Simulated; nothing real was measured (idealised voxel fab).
Module name: voxel capacitor over wiring (process module)
Pictured: cross-section cut, 290 nm wide, on a grid of 5 nm square cells.
How to read a cross-section here: the picture is a grid of square cells, written as bands going from the top down, and any band can span one or more rows of cells. Heads up on the band format: heights come first, top then bottom, in nm. After that it's the materials left to right, each with its width in nm. A single material flagged "all across" fills the whole band edge to edge, and "blank" means there's empty space there. Measure heights from 0. That's the level where, below it, the as-received wafer is all one material. The lowest band is bottomless and extends downward; write it as in "0..down". You'd read "30->40" like this: the band's top row of cells is as wide as the first number, its bottom row is as wide as the second, and going down, every row changes width by the same amount as the row before did. Where the words "stayed the same" appear for a step, the cross-section shows no cell changed by that step; every cell remained as before. Closed-off voids of 8+ cells (no open route to the top) go in "Closed void listing", written width x height at distance from the left edge, in nm. What comes after the settings on a step's line is commentary from the simulator itself on that step. overlay nm: step with mask; distance mask lay right of planned place; negative value = left of planned place.

# Process steps - plan
- 1: RECEIVE [material Si]
- 2: CONFORMAL_DEP [material SiO2] [thk nm 10]
- 3: CONFORMAL_DEP [material SiCN] [thk nm 5]
- 4: DIRECTIONAL_DEP [material SiO2] [thk nm 25]
- 5: PATTERN [tone open] [mask id METAL_1] [material resist] [width nm 20] [pitch nm 80] [thk nm 15] [overlay nm 0]
- 6: DIRECTIONAL_ETCH [etch materials SiO2] [depth nm 25]
- 7: DIRECTIONAL_ETCH [etch materials SiCN] [depth nm 5]
- 8: STRIP [etch materials resist]
- 9: CONFORMAL_DEP [material TiN] [thk nm 5]
- 10: FILL_DEP [material Cu] [thk nm 10]
- 11: CMP [height nm 40]
- 12: CONFORMAL_DEP [material SiCN] [thk nm 5]
- 13: DIRECTIONAL_DEP [material lowk] [thk nm 15]
- 14: MASKED_ETCH [tone open] [mask id PLUG_1] [width nm 15] [etch materials lowk] [depth nm 15] [overlay nm 0]
- 15: MASKED_ETCH [tone open] [mask id PLUG_1] [width nm 15] [etch materials SiCN] [depth nm 5] [overlay nm 0]
- 16: CONFORMAL_DEP [material TiN] [thk nm 5]
- 17: FILL_DEP [material Cu] [thk nm 10]
- 18: CMP [height nm 60]
- 19: DIRECTIONAL_DEP [material TiN] [thk nm 10]
- 20: DIRECTIONAL_DEP [material Al2O3] [thk nm 5]
- 21: DIRECTIONAL_DEP [material TiN] [thk nm 5]
- 22: DIRECTIONAL_DEP [material aC] [thk nm 15]
- 23: PATTERN [tone cover] [mask id UPPER_PLATE] [material resist] [width nm 65] [thk nm 35] [overlay nm 0]
- 24: DIRECTIONAL_ETCH [etch materials aC] [depth nm 15]
- 25: STRIP [etch materials resist]
- 26: DIRECTIONAL_ETCH [etch materials TiN] [depth nm 5]
- 27: DIRECTIONAL_ETCH [etch materials Al2O3] [depth nm 5]
- 28: STRIP [etch materials aC]
- 29: PATTERN [tone cover] [mask id LOWER_PLATE] [material resist] [width nm 75] [thk nm 20] [overlay nm 0]
- 30: DIRECTIONAL_ETCH [etch materials TiN] [depth nm 10]
- 31: STRIP [etch materials resist]
- 32: FILL_DEP [material SiO2] [thk nm 15]
- 33: CMP [height nm 90]
- 34: DIRECTIONAL_DEP [material aC] [thk nm 10]
- 35: PATTERN [tone open] [mask id PLUG_2] [material resist] [width nm 15] [thk nm 25] [overlay nm 0]
- 36: DIRECTIONAL_ETCH [etch materials aC] [depth nm 10]
- 37: STRIP [etch materials resist]
- 38: DIRECTIONAL_ETCH [etch materials SiO2] [depth nm 10]
- 39: STRIP [etch materials aC]
- 40: CONFORMAL_DEP [material TiN] [thk nm 5]
- 41: FILL_DEP [material Ru] [thk nm 5]
- 42: CMP [height nm 90]
- 43: CONFORMAL_DEP [material SiN] [thk nm 5]

# The first of a set of two wafers, run to plan

# Shown in cross-section is the wafer as received, that is, as it stands after step 1
	0..down  Si all across
	Closed void listing: none

# Cross-section of the wafer subsequent to step 2
	10..0  SiO2 all across
	No changes below 0.

# Cross-section of the wafer subsequent to step 3
	15..10  SiCN all across
	No changes below 10.

# Cross-section of the wafer subsequent to step 4
	40..15  SiO2 all across
	No changes below 15.

# Cross-section of the wafer subsequent to step 5
	55..40  95 of resist, then 20 of blank, then 60 of resist, then 20 of blank, then 95 of resist
	No changes below 40.

# Cross-section of the wafer subsequent to step 6
	55..40  95 of resist, then 20 of blank, then 60 of resist, then 20 of blank, then 95 of resist
	40..15  95 of SiO2, then 20 of blank, then 60 of SiO2, then 20 of blank, then 95 of SiO2
	No changes below 15.

# Cross-section of the wafer subsequent to step 7
	55..40  95 of resist, then 20 of blank, then 60 of resist, then 20 of blank, then 95 of resist
	40..15  95 of SiO2, then 20 of blank, then 60 of SiO2, then 20 of blank, then 95 of SiO2
	15..10  95 of SiCN, then 20 of blank, then 60 of SiCN, then 20 of blank, then 95 of SiCN
	No changes below 10.

# Cross-section of the wafer subsequent to step 8
	40..15  95 of SiO2, then 20 of blank, then 60 of SiO2, then 20 of blank, then 95 of SiO2
	No changes below 15.

# Cross-section of the wafer subsequent to step 9
	45..40  100 of TiN, then 10 of blank, then 70 of TiN, then 10 of blank, then 100 of TiN
	40..15  95 of SiO2, then 5 of TiN, then 10 of blank, then 5 of TiN, then 60 of SiO2, then 5 of TiN, then 10 of blank, then 5 of TiN, then 95 of SiO2
	15..10  95 of SiCN, then 20 of TiN, then 60 of SiCN, then 20 of TiN, then 95 of SiCN
	No changes below 10.

# Cross-section of the wafer subsequent to step 10
	55..45  Cu all across
	45..40  100 of TiN, then 10 of Cu, then 70 of TiN, then 10 of Cu, then 100 of TiN
	40..15  95 of SiO2, then 5 of TiN, then 10 of Cu, then 5 of TiN, then 60 of SiO2, then 5 of TiN, then 10 of Cu, then 5 of TiN, then 95 of SiO2
	No changes below 15.

# Cross-section of the wafer subsequent to step 11
	40..15  95 of SiO2, then 5 of TiN, then 10 of Cu, then 5 of TiN, then 60 of SiO2, then 5 of TiN, then 10 of Cu, then 5 of TiN, then 95 of SiO2
	No changes below 15.

# Cross-section of the wafer subsequent to step 12
	45..40  SiCN all across
	No changes below 40.

# Cross-section of the wafer subsequent to step 13
	60..45  lowk all across
	No changes below 45.

# Cross-section of the wafer subsequent to step 14
	60..45  100 of lowk, then 15 of blank, then 175 of lowk
	No changes below 45.

# Cross-section of the wafer subsequent to step 15
	60..45  100 of lowk, then 15 of blank, then 175 of lowk
	45..40  100 of SiCN, then 15 of blank, then 175 of SiCN
	No changes below 40.

# Cross-section of the wafer subsequent to step 16
	65..60  105 of TiN, then 5 of blank, then 180 of TiN
	60..45  100 of lowk, then 5 of TiN, then 5 of blank, then 5 of TiN, then 175 of lowk
	45..40  100 of SiCN, then 15 of TiN, then 175 of SiCN
	No changes below 40.

# Cross-section of the wafer subsequent to step 17
	75..65  Cu all across
	65..60  105 of TiN, then 5 of Cu, then 180 of TiN
	60..45  100 of lowk, then 5 of TiN, then 5 of Cu, then 5 of TiN, then 175 of lowk
	No changes below 45.

# Cross-section of the wafer subsequent to step 18
	60..45  100 of lowk, then 5 of TiN, then 5 of Cu, then 5 of TiN, then 175 of lowk
	No changes below 45.

# Cross-section of the wafer subsequent to step 19
	70..60  TiN all across
	No changes below 60.

# Cross-section of the wafer subsequent to step 20
	75..70  Al2O3 all across
	No changes below 70.

# Cross-section of the wafer subsequent to step 21
	80..75  TiN all across
	No changes below 75.

# Cross-section of the wafer subsequent to step 22
	95..80  aC all across
	No changes below 80.

# Cross-section of the wafer subsequent to step 23
	130..95  100 of blank, then 65 of resist, then 125 of blank
	No changes below 95.

# Cross-section of the wafer subsequent to step 24
	115..95  100 of blank, then 65 of resist, then 125 of blank
	95..80  100 of blank, then 65 of aC, then 125 of blank
	No changes below 80.

# Cross-section of the wafer subsequent to step 25
	95..80  100 of blank, then 65 of aC, then 125 of blank
	No changes below 80.

# Cross-section of the wafer subsequent to step 26
	95..80  100 of blank, then 65 of aC, then 125 of blank
	80..75  100 of blank, then 65 of TiN, then 125 of blank
	No changes below 75.

# Cross-section of the wafer subsequent to step 27
	95..80  100 of blank, then 65 of aC, then 125 of blank
	80..75  100 of blank, then 65 of TiN, then 125 of blank
	75..70  100 of blank, then 65 of Al2O3, then 125 of blank
	No changes below 70.

# Cross-section of the wafer subsequent to step 28
	80..75  100 of blank, then 65 of TiN, then 125 of blank
	No changes below 75.

# Cross-section of the wafer subsequent to step 29
	100..80  95 of blank, then 75 of resist, then 120 of blank
	80..75  95 of blank, then 5 of resist, then 65 of TiN, then 5 of resist, then 120 of blank
	75..70  95 of blank, then 5 of resist, then 65 of Al2O3, then 5 of resist, then 120 of blank
	No changes below 70.

# Cross-section of the wafer subsequent to step 30
	100..80  95 of blank, then 75 of resist, then 120 of blank
	80..75  95 of blank, then 5 of resist, then 65 of TiN, then 5 of resist, then 120 of blank
	75..70  95 of blank, then 5 of resist, then 65 of Al2O3, then 5 of resist, then 120 of blank
	70..60  95 of blank, then 75 of TiN, then 120 of blank
	No changes below 60.

# Cross-section of the wafer subsequent to step 31
	80..75  100 of blank, then 65 of TiN, then 125 of blank
	75..70  100 of blank, then 65 of Al2O3, then 125 of blank
	No changes below 70.

# Cross-section of the wafer subsequent to step 32
	95..80  SiO2 all across
	80..75  100 of SiO2, then 65 of TiN, then 125 of SiO2
	75..70  100 of SiO2, then 65 of Al2O3, then 125 of SiO2
	70..60  95 of SiO2, then 75 of TiN, then 120 of SiO2
	No changes below 60.

# Cross-section of the wafer subsequent to step 33
	90..80  SiO2 all across
	No changes below 80.

# Cross-section of the wafer subsequent to step 34
	100..90  aC all across
	No changes below 90.

# Cross-section of the wafer subsequent to step 35
	125..100  110 of resist, then 15 of blank, then 165 of resist
	No changes below 100.

# Cross-section of the wafer subsequent to step 36
	115..100  110 of resist, then 15 of blank, then 165 of resist
	100..90  110 of aC, then 15 of blank, then 165 of aC
	No changes below 90.

# Cross-section of the wafer subsequent to step 37
	100..90  110 of aC, then 15 of blank, then 165 of aC
	No changes below 90.

# Cross-section of the wafer subsequent to step 38
	100..90  110 of aC, then 15 of blank, then 165 of aC
	90..80  110 of SiO2, then 15 of blank, then 165 of SiO2
	No changes below 80.

# Cross-section of the wafer subsequent to step 39
	90..80  110 of SiO2, then 15 of blank, then 165 of SiO2
	No changes below 80.

# Cross-section of the wafer subsequent to step 40
	95..90  115 of TiN, then 5 of blank, then 170 of TiN
	90..85  110 of SiO2, then 5 of TiN, then 5 of blank, then 5 of TiN, then 165 of SiO2
	85..75  110->100 of SiO2, then 15->65 of TiN, then 165->125 of SiO2
	No changes below 75.

# Cross-section of the wafer subsequent to step 41
	100..95  Ru all across
	95..90  115 of TiN, then 5 of Ru, then 170 of TiN
	90..85  110 of SiO2, then 5 of TiN, then 5 of Ru, then 5 of TiN, then 165 of SiO2
	No changes below 85.

# Cross-section of the wafer subsequent to step 42
	90..85  110 of SiO2, then 5 of TiN, then 5 of Ru, then 5 of TiN, then 165 of SiO2
	No changes below 85.

# Cross-section of the wafer subsequent to step 43
	95..90  SiN all across
	No changes below 90.

# Notes, second wafer: start = first wafer's, plan = first wafer's, execution had one mistake; history identical to first through step 13

# Second wafer at the planned finish of step 14, seen in cross-section
	60..45  95 of lowk, then 25 of blank, then 170 of lowk
	No changes below 45.

# Second wafer at the planned finish of step 15, seen in cross-section
	60..45  95 of lowk, then 25 of blank, then 170 of lowk
	45..40  100 of SiCN, then 15 of blank, then 175 of SiCN
	No changes below 40.

# Second wafer at the planned finish of step 16, seen in cross-section
	65..60  100 of TiN, then 15 of blank, then 175 of TiN
	60..50  95 of lowk, then 5 of TiN, then 15 of blank, then 5 of TiN, then 170 of lowk
	50..45  95 of lowk, then 10 of TiN, then 5 of blank, then 10 of TiN, then 170 of lowk
	45..40  100 of SiCN, then 15 of TiN, then 175 of SiCN
	No changes below 40.

# Second wafer at the planned finish of step 17, seen in cross-section
	75..65  Cu all across
	65..60  100 of TiN, then 15 of Cu, then 175 of TiN
	60..50  95 of lowk, then 5 of TiN, then 15 of Cu, then 5 of TiN, then 170 of lowk
	50..45  95 of lowk, then 10 of TiN, then 5 of Cu, then 10 of TiN, then 170 of lowk
	No changes below 45.

# Second wafer at the planned finish of step 18, seen in cross-section
	60..50  95 of lowk, then 5 of TiN, then 15 of Cu, then 5 of TiN, then 170 of lowk
	No changes below 50.

# Second wafer at the planned finish of step 19, seen in cross-section
	70..60  TiN all across
	No changes below 60.

# Second wafer at the planned finish of step 20, seen in cross-section
	75..70  Al2O3 all across
	No changes below 70.

# Second wafer at the planned finish of step 21, seen in cross-section
	80..75  TiN all across
	No changes below 75.

# Second wafer at the planned finish of step 22, seen in cross-section
	95..80  aC all across
	No changes below 80.

# Second wafer at the planned finish of step 23, seen in cross-section
	130..95  100 of blank, then 65 of resist, then 125 of blank
	No changes below 95.

# Second wafer at the planned finish of step 24, seen in cross-section
	115..95  100 of blank, then 65 of resist, then 125 of blank
	95..80  100 of blank, then 65 of aC, then 125 of blank
	No changes below 80.

# Second wafer at the planned finish of step 25, seen in cross-section
	95..80  100 of blank, then 65 of aC, then 125 of blank
	No changes below 80.

# Second wafer at the planned finish of step 26, seen in cross-section
	95..80  100 of blank, then 65 of aC, then 125 of blank
	80..75  100 of blank, then 65 of TiN, then 125 of blank
	No changes below 75.

# Second wafer at the planned finish of step 27, seen in cross-section
	95..80  100 of blank, then 65 of aC, then 125 of blank
	80..75  100 of blank, then 65 of TiN, then 125 of blank
	75..70  100 of blank, then 65 of Al2O3, then 125 of blank
	No changes below 70.

# Second wafer at the planned finish of step 28, seen in cross-section
	80..75  100 of blank, then 65 of TiN, then 125 of blank
	No changes below 75.

# Second wafer at the planned finish of step 29, seen in cross-section
	100..80  95 of blank, then 75 of resist, then 120 of blank
	80..75  95 of blank, then 5 of resist, then 65 of TiN, then 5 of resist, then 120 of blank
	75..70  95 of blank, then 5 of resist, then 65 of Al2O3, then 5 of resist, then 120 of blank
	No changes below 70.

# Second wafer at the planned finish of step 30, seen in cross-section
	100..80  95 of blank, then 75 of resist, then 120 of blank
	80..75  95 of blank, then 5 of resist, then 65 of TiN, then 5 of resist, then 120 of blank
	75..70  95 of blank, then 5 of resist, then 65 of Al2O3, then 5 of resist, then 120 of blank
	70..60  95 of blank, then 75 of TiN, then 120 of blank
	No changes below 60.

# Second wafer at the planned finish of step 31, seen in cross-section
	80..75  100 of blank, then 65 of TiN, then 125 of blank
	75..70  100 of blank, then 65 of Al2O3, then 125 of blank
	No changes below 70.

# Second wafer at the planned finish of step 32, seen in cross-section
	95..80  SiO2 all across
	80..75  100 of SiO2, then 65 of TiN, then 125 of SiO2
	75..70  100 of SiO2, then 65 of Al2O3, then 125 of SiO2
	70..60  95 of SiO2, then 75 of TiN, then 120 of SiO2
	No changes below 60.

# Second wafer at the planned finish of step 33, seen in cross-section
	90..80  SiO2 all across
	No changes below 80.

# Second wafer at the planned finish of step 34, seen in cross-section
	100..90  aC all across
	No changes below 90.

# Second wafer at the planned finish of step 35, seen in cross-section
	125..100  110 of resist, then 15 of blank, then 165 of resist
	No changes below 100.

# Second wafer at the planned finish of step 36, seen in cross-section
	115..100  110 of resist, then 15 of blank, then 165 of resist
	100..90  110 of aC, then 15 of blank, then 165 of aC
	No changes below 90.

# Second wafer at the planned finish of step 37, seen in cross-section
	100..90  110 of aC, then 15 of blank, then 165 of aC
	No changes below 90.

# Second wafer at the planned finish of step 38, seen in cross-section
	100..90  110 of aC, then 15 of blank, then 165 of aC
	90..80  110 of SiO2, then 15 of blank, then 165 of SiO2
	No changes below 80.

# Second wafer at the planned finish of step 39, seen in cross-section
	90..80  110 of SiO2, then 15 of blank, then 165 of SiO2
	No changes below 80.

# Second wafer at the planned finish of step 40, seen in cross-section
	95..90  115 of TiN, then 5 of blank, then 170 of TiN
	90..85  110 of SiO2, then 5 of TiN, then 5 of blank, then 5 of TiN, then 165 of SiO2
	85..75  110->100 of SiO2, then 15->65 of TiN, then 165->125 of SiO2
	No changes below 75.

# Second wafer at the planned finish of step 41, seen in cross-section
	100..95  Ru all across
	95..90  115 of TiN, then 5 of Ru, then 170 of TiN
	90..85  110 of SiO2, then 5 of TiN, then 5 of Ru, then 5 of TiN, then 165 of SiO2
	No changes below 85.

# Second wafer at the planned finish of step 42, seen in cross-section
	90..85  110 of SiO2, then 5 of TiN, then 5 of Ru, then 5 of TiN, then 165 of SiO2
	No changes below 85.

# Second wafer at the planned finish of step 43, seen in cross-section
	95..90  SiN all across
	No changes below 90.
Short version of what went wrong: step 14 ran with different settings than intended, the actual operation and settings being MASKED_ETCH [tone open] [mask id PLUG_1] [width nm 25] [etch materials lowk] [depth nm 15] [overlay nm 0]
The closing comparison, in cells, has the second wafer with more or fewer of some materials than the first: 4 more of Cu | 2 more of TiN | 6 fewer of lowk
